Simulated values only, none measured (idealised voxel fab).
process module | voxel self aligned vias
cross-section cut | 285 nm wide | cells 5 nm
A cross-section is a grid of square cells, given in bands from the top down. A band is one or more rows of cells.
Each band's line starts with the height of the band's top and of its bottom, in nm. Then come its materials from left to right, each with its width in nm. One material with "throughout" fills the band from edge to edge. "air" is empty space.
Height 0 is the level under which the wafer as received is all one material. The lowest band goes on downwards, as in "0 down".
A width such as "30 to 40" changes by the same amount from each row of cells to the next, from the band's top row to its bottom row.
"no change" after a step means that no cell of the cross-section changed.
closed voids: empty space of 8 cells or more with no open way to the top, each as width x height at its distance from the left edge, in nm
after a step's settings: what the simulator itself notes on the step
overlay nm, on a step with a mask: how far to the right of its planned place the mask lay; to the left if negative
plan
1 op RECEIVE | material Si
2 op CONFORMAL_DEP | material SiO2 | thk nm 15
3 op CONFORMAL_DEP | material SiCN | thk nm 5
4 op DIRECTIONAL_DEP | material lowk | thk nm 30
5 op PATTERN | tone open | mask id LINES | material resist | width nm 20 | pitch nm 65 | thk nm 15 | overlay nm -15
6 op DIRECTIONAL_ETCH | etch materials lowk | depth nm 30
7 op STRIP | etch materials resist
8 op CONFORMAL_DEP | material TiN | thk nm 5
9 op FILL_DEP | material W | thk nm 5
10 op CMP | height nm 50
11 op SELECTIVE_ETCH | etch materials W Ru TiN | depth nm 5
12 op FILL_DEP | material SiN | thk nm 5
13 op CMP | height nm 50
14 op DIRECTIONAL_DEP | material lowk | thk nm 15
15 op MASKED_ETCH | tone open | mask id VIAS | width nm 40 | etch materials lowk | depth nm 15 | overlay nm 0
16 op MASKED_ETCH | tone open | mask id VIAS | width nm 40 | etch materials SiN | depth nm 5 | overlay nm 0
17 op CONFORMAL_DEP | material TiN | thk nm 5
18 op FILL_DEP | material Cu | thk nm 5
19 op CMP | height nm 65
20 op CONFORMAL_DEP | material SiN | thk nm 5
varied across the wafers: overlay nm of step 5. The plan shows the first wafer's value. All wafers start alike
first wafer as received, after step 1
  0 down: Si throughout
  closed voids: none
first wafer at the end, after step 20
  70 to 65: SiN throughout
  65 to 55: lowk 90 | TiN 5 | Cu 30 | TiN 5 | lowk 155
  55 to 50: lowk 90 | TiN 5 | Cu 5 | TiN 30 | lowk 155
  50 to 45: lowk 85 | SiN 5 | TiN 15 | lowk 45 | SiN 20 | lowk 115
  45 to 25: lowk 85 | TiN 5 | W 10 | TiN 5 | lowk 45 | TiN 5 | W 10 | TiN 5 | lowk 115
  25 to 20: lowk 85 | TiN 20 | lowk 45 | TiN 20 | lowk 115
  20 to 15: SiCN throughout
  15 to 0: SiO2 throughout
  0 down: Si throughout
  closed voids: none
last wafer at the end
  70 to 65: SiN throughout
  65 to 55: lowk 90 | TiN 5 | Cu 30 | TiN 5 | lowk 155
  55 to 50: lowk 90 | TiN 30 | Cu 5 | TiN 5 | lowk 155
  50 to 45: lowk 115 | TiN 15 | SiN 5 | lowk 45 | SiN 20 | lowk 85
  45 to 25: lowk 115 | TiN 5 | W 10 | TiN 5 | lowk 45 | TiN 5 | W 10 | TiN 5 | lowk 85
  25 to 20: lowk 115 | TiN 20 | lowk 45 | TiN 20 | lowk 85
  20 to 15: SiCN throughout
  15 to 0: SiO2 throughout
  0 down: Si throughout
  closed voids: none
each wafer at the end: cells of each material gained (+) or lost (-) since it was received, then its closed voids
overlay nm -15 | +13 Cu | +57 SiCN | +62 SiN | +171 SiO2 | +38 TiN | +16 W | +441 lowk | closed voids: none
overlay nm -10 | +14 Cu | +57 SiCN | +61 SiN | +171 SiO2 | +38 TiN | +16 W | +441 lowk | closed voids: none
overlay nm -5 | +14 Cu | +57 SiCN | +61 SiN | +171 SiO2 | +38 TiN | +16 W | +441 lowk | closed voids: none
overlay nm 0 | +14 Cu | +57 SiCN | +61 SiN | +171 SiO2 | +38 TiN | +16 W | +441 lowk | closed voids: none
overlay nm 5 | +14 Cu | +57 SiCN | +61 SiN | +171 SiO2 | +38 TiN | +16 W | +441 lowk | closed voids: none
overlay nm 10 | +14 Cu | +57 SiCN | +61 SiN | +171 SiO2 | +38 TiN | +16 W | +441 lowk | closed voids: none
overlay nm 15 | +13 Cu | +57 SiCN | +62 SiN | +171 SiO2 | +38 TiN | +16 W | +441 lowk | closed voids: none
